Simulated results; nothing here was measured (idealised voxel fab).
Process module name: voxel capacitor over wiring
The figure presents cross-section cut, which has a width of 155 nm and is divided into square cells with an edge length of 5 nm.
In this document a cross-section is written as a grid of square cells. It is given as a series of bands, listed from the top down, and a band is one or more rows of cells.
Read a band's entry like this: the first values are the height of its top and the height of its bottom in nm, and what follows is the sequence of materials from left to right, each with its width in nm. Note that "empty" is empty space, and that a single material marked "throughout" reaches across the band from edge to edge.
Height reference: 0 = level under which incoming wafer is all one material. Lowest band: no bottom, runs on downward, e.g. "0 down".
The width entry "30..40" should be interpreted row by row: the top row of cells in the band takes the first number, the bottom row takes the second number, and the change between adjacent rows is uniform throughout.
"no change" for a step: no cell of the cross-section changed in that step.
"Closed internal cavities": sealed empty spaces, 8 cells or more, no open way to top, listed width x height at distance, with distance from the left edge and width, height and distance in nm.
It should be noted that, on the line of a given step, the content following the step's settings is a remark produced by the simulator itself with respect to that step.
overlay nm: for a step with a mask, the amount by which the mask lay right of where it was planned; a negative amount means left of it.
## Steps planned for the process
1. RECEIVE: material Si
2. CONFORMAL_DEP: material SiO2, thk nm 10
3. CONFORMAL_DEP: material SiN, thk nm 5
4. DIRECTIONAL_DEP: material SiO2, thk nm 25
5. DIRECTIONAL_DEP: material aC, thk nm 15
6. PATTERN: tone open, mask id METAL_1, material resist, width nm 20, pitch nm 85, thk nm 30, overlay nm 0
7. DIRECTIONAL_ETCH: etch materials aC, depth nm 15
8. STRIP: etch materials resist
9. DIRECTIONAL_ETCH: etch materials SiO2, depth nm 25
10. DIRECTIONAL_ETCH: etch materials SiN, depth nm 5
11. STRIP: etch materials aC
12. CONFORMAL_DEP: material TiN, thk nm 5
13. FILL_DEP: material Cu, thk nm 5
14. CMP: height nm 40
15. CONFORMAL_DEP: material SiCN, thk nm 5
16. DIRECTIONAL_DEP: material SiO2, thk nm 15
17. DIRECTIONAL_DEP: material aC, thk nm 15
18. PATTERN: tone open, mask id PLUG_1, material resist, width nm 15, thk nm 30, overlay nm 0
19. DIRECTIONAL_ETCH: etch materials aC, depth nm 15
20. STRIP: etch materials resist
21. DIRECTIONAL_ETCH: etch materials SiO2, depth nm 15
22. DIRECTIONAL_ETCH: etch materials SiCN, depth nm 5
23. STRIP: etch materials aC
24. EPI: material Ru, thk nm 10
25. EPI: material Ru, thk nm 10
26. DIRECTIONAL_DEP: material TiN, thk nm 10
27. DIRECTIONAL_DEP: material SiN, thk nm 5
28. DIRECTIONAL_DEP: material TiN, thk nm 5
29. PATTERN: tone cover, mask id UPPER_PLATE, material resist, width nm 70, thk nm 15, overlay nm 0
30. DIRECTIONAL_ETCH: etch materials TiN, depth nm 5
31. DIRECTIONAL_ETCH: etch materials SiN, depth nm 5
32. STRIP: etch materials resist
33. MASKED_ETCH: tone cover, mask id LOWER_PLATE, width nm 80, etch materials TiN, depth nm 10, overlay nm 0
34. FILL_DEP: material SiO2, thk nm 15
35. CMP: height nm 90
36. MASKED_ETCH: tone open, mask id PLUG_2, width nm 15, etch materials SiO2, depth nm 10, overlay nm 0
37. CONFORMAL_DEP: material TiN, thk nm 5
38. FILL_DEP: material Ru, thk nm 10
39. CMP: height nm 90
40. CONFORMAL_DEP: material SiCN, thk nm 5
It is noted that the wafers described herein are identical at the outset and are distinguished by the width nm of step 36; the value stated in the plan corresponds to the first wafer.
## Cross-section of the first incoming wafer of several, state after step 1
  0 down = Si throughout
  Closed internal cavities: none
## Cross-section of the first of several wafers once the module has run through its last step, step 40
  95 to 90 = SiCN throughout
  90 to 85 = SiO2=40, TiN=5, Ru=5, TiN=5, SiO2=100
  85 to 75 = SiO2=40..30, TiN=15..70, SiO2=100..55
  75 to 70 = SiO2=30, SiN=70, SiO2=55
  70 to 60 = SiO2=25, TiN=80, SiO2=50
  60 to 45 = SiO2=30, Ru=15, SiO2=110
  45 to 40 = SiCN=30, Ru=15, SiCN=110
  40 to 15 = SiO2=25, TiN=5, Cu=10, TiN=5, SiO2=65, TiN=5, Cu=10, TiN=5, SiO2=25
  15 to 10 = SiN=25, TiN=20, SiN=65, TiN=20, SiN=25
  10 to 0 = SiO2 throughout
  0 down = Si throughout
  Closed internal cavities: none
## The last wafer as seen in cross-section at the end of the module
  95 to 90 = SiCN throughout
  90 to 85 = SiO2=35, TiN=5, Ru=20, TiN=5, SiO2=90
  85 to 75 = SiO2=35..30, TiN=30..70, SiO2=90..55
  75 to 70 = SiO2=30, SiN=70, SiO2=55
  70 to 60 = SiO2=25, TiN=80, SiO2=50
  60 to 45 = SiO2=30, Ru=15, SiO2=110
  45 to 40 = SiCN=30, Ru=15, SiCN=110
  40 to 15 = SiO2=25, TiN=5, Cu=10, TiN=5, SiO2=65, TiN=5, Cu=10, TiN=5, SiO2=25
  15 to 10 = SiN=25, TiN=20, SiN=65, TiN=20, SiN=25
  10 to 0 = SiO2 throughout
  0 down = Si throughout
  Closed internal cavities: none
## The table below has one row for each wafer; a row shows, as of the end of the module, how many cells of each material the wafer has gained, marked (+), or lost, marked (-), since it was received, and then the wafer's closed voids
width nm 15, +20 Cu, +13 Ru, +59 SiCN, +37 SiN, +381 SiO2, +79 TiN, Closed internal cavities: none
width nm 20, +20 Cu, +14 Ru, +59 SiCN, +37 SiN, +379 SiO2, +80 TiN, Closed internal cavities: none
width nm 25, +20 Cu, +15 Ru, +59 SiCN, +37 SiN, +377 SiO2, +81 TiN, Closed internal cavities: none
width nm 30, +20 Cu, +16 Ru, +59 SiCN, +37 SiN, +375 SiO2, +82 TiN, Closed internal cavities: none
